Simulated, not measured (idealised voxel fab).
Title: Process Module voxel capacitor over wiring
Square cells of 5 nm make up the cross-section cut, whose width is 155 nm.
The cross-sections in this document take the form of a grid made of square cells. They are written out as bands, in order from top to bottom. Each band consists of one or more rows of cells.
Top height, bottom height, nm. Materials left to right, width each, nm. Single material + "throughout" = fills band edge to edge. "air" = empty.
The level at which height equals 0 is the one under which the wafer, as it arrives, is entirely one material. No lower edge exists for the bottom band, which continues downward and is notated as in "0..down".
Think of "30..40" as a width that walks from the first number to the second as you go down the band, top row to bottom row, taking equal-sized steps from row to row.
Take "everything unchanged" at face value: in the step it is given for, the cross-section changed in none of its cells.
Voids not open to the top, 8 cells minimum: see "Voids, sealed". Written width x height at distance; distance is from the left edge; nm.
Anything after a step's settings on that line? It's the simulator's own note about the step.
A step line may carry the setting "overlay nm", which, for steps involving a mask, states the distance by which the mask lay to the right of its intended position; negative values denote displacement to the left.
The planned process steps are enumerated hereunder:
step 1: RECEIVE,material Si
step 2: CONFORMAL_DEP,material SiO2,thk nm 15
step 3: DIRECTIONAL_DEP,material TiN,thk nm 5
step 4: DIRECTIONAL_DEP,material W,thk nm 15
step 5: DIRECTIONAL_DEP,material aC,thk nm 10
step 6: PATTERN,tone cover,mask id METAL_1,material resist,width nm 20,pitch nm 75,thk nm 25,overlay nm 0
step 7: DIRECTIONAL_ETCH,etch materials aC,depth nm 10
step 8: STRIP,etch materials resist
step 9: DIRECTIONAL_ETCH,etch materials W,depth nm 15
step 10: DIRECTIONAL_ETCH,etch materials TiN,depth nm 5
step 11: STRIP,etch materials aC
step 12: FILL_DEP,material SiO2,thk nm 10
step 13: CMP,height nm 35
step 14: CONFORMAL_DEP,material SiCN,thk nm 5
step 15: DIRECTIONAL_DEP,material lowk,thk nm 20
step 16: PATTERN,tone open,mask id PLUG_1,material resist,width nm 15,thk nm 15,overlay nm 0
step 17: DIRECTIONAL_ETCH,etch materials lowk,depth nm 20
step 18: DIRECTIONAL_ETCH,etch materials SiCN,depth nm 5
step 19: STRIP,etch materials resist
step 20: EPI,material Ru,thk nm 10
step 21: EPI,material Ru,thk nm 10
step 22: EPI,material Ru,thk nm 5
step 23: DIRECTIONAL_DEP,material TiN,thk nm 10
step 24: DIRECTIONAL_DEP,material SiN,thk nm 5
step 25: DIRECTIONAL_DEP,material TiN,thk nm 10
step 26: MASKED_ETCH,tone cover,mask id UPPER_PLATE,width nm 60,etch materials TiN,depth nm 10,overlay nm 0
step 27: MASKED_ETCH,tone cover,mask id UPPER_PLATE,width nm 60,etch materials SiN,depth nm 5,overlay nm 0
step 28: MASKED_ETCH,tone cover,mask id LOWER_PLATE,width nm 70,etch materials TiN,depth nm 10,overlay nm 0
step 29: FILL_DEP,material SiO2,thk nm 15
step 30: CMP,height nm 95
step 31: MASKED_ETCH,tone open,mask id PLUG_2,width nm 15,etch materials SiO2,depth nm 10,overlay nm 0
step 32: CONFORMAL_DEP,material TiN,thk nm 5
step 33: FILL_DEP,material Ru,thk nm 5
step 34: CMP,height nm 95
step 35: CONFORMAL_DEP,material SiN,thk nm 5
Incoming wafer in cross-section (state: after step 1):
    0..down = Si throughout
    Voids, sealed: none
Cross-section taken at module completion on the first of two wafers; processed per the plan:
    100..95 = SiN throughout
    95..90 = 45 of SiO2, 5 of TiN, 5 of Ru, 5 of TiN, 95 of SiO2
    90..85 = 45 of SiO2, 15 of TiN, 95 of SiO2
    85..75 = 35 of SiO2, 60 of TiN, 60 of SiO2
    75..70 = 35 of SiO2, 60 of SiN, 60 of SiO2
    70..60 = 30 of SiO2, 70 of TiN, 55 of SiO2
    60..40 = 35 of lowk, 15 of Ru, 105 of lowk
    40..35 = 35 of SiCN, 15 of Ru, 105 of SiCN
    35..20 = 30 of SiO2, 20 of W, 55 of SiO2, 20 of W, 30 of SiO2
    20..15 = 30 of SiO2, 20 of TiN, 55 of SiO2, 20 of TiN, 30 of SiO2
    15..0 = SiO2 throughout
    0..down = Si throughout
    Voids, sealed: none
Now the second wafer, cross-sectioned at the end of the module. Nothing different at the start, nothing different in the plan compared with the first, just one mistake when it was actually run:
    100..95 = SiN throughout
    95..90 = 40 of SiO2, 5 of TiN, 5 of Ru, 5 of TiN, 100 of SiO2
    90..85 = 40 of SiO2, 15 of TiN, 100 of SiO2
    85..75 = 35 of SiO2, 60 of TiN, 60 of SiO2
    75..70 = 35 of SiO2, 60 of SiN, 60 of SiO2
    70..60 = 30 of SiO2, 70 of TiN, 55 of SiO2
    60..40 = 35 of lowk, 15 of Ru, 105 of lowk
    40..35 = 35 of SiCN, 15 of Ru, 105 of SiCN
    35..20 = 30 of SiO2, 20 of W, 55 of SiO2, 20 of W, 30 of SiO2
    20..15 = 30 of SiO2, 20 of TiN, 55 of SiO2, 20 of TiN, 30 of SiO2
    15..0 = SiO2 throughout
    0..down = Si throughout
    Voids, sealed: none
Deviation noted in wafer processing: in deviation from the planned setting, step 31 was conducted as MASKED_ETCH,tone open,mask id PLUG_2,width nm 15,etch materials SiO2,depth nm 10,overlay nm -5
The concluding comparison shows that, measured in cells, each material is equally abundant on both wafers, albeit at different positions.
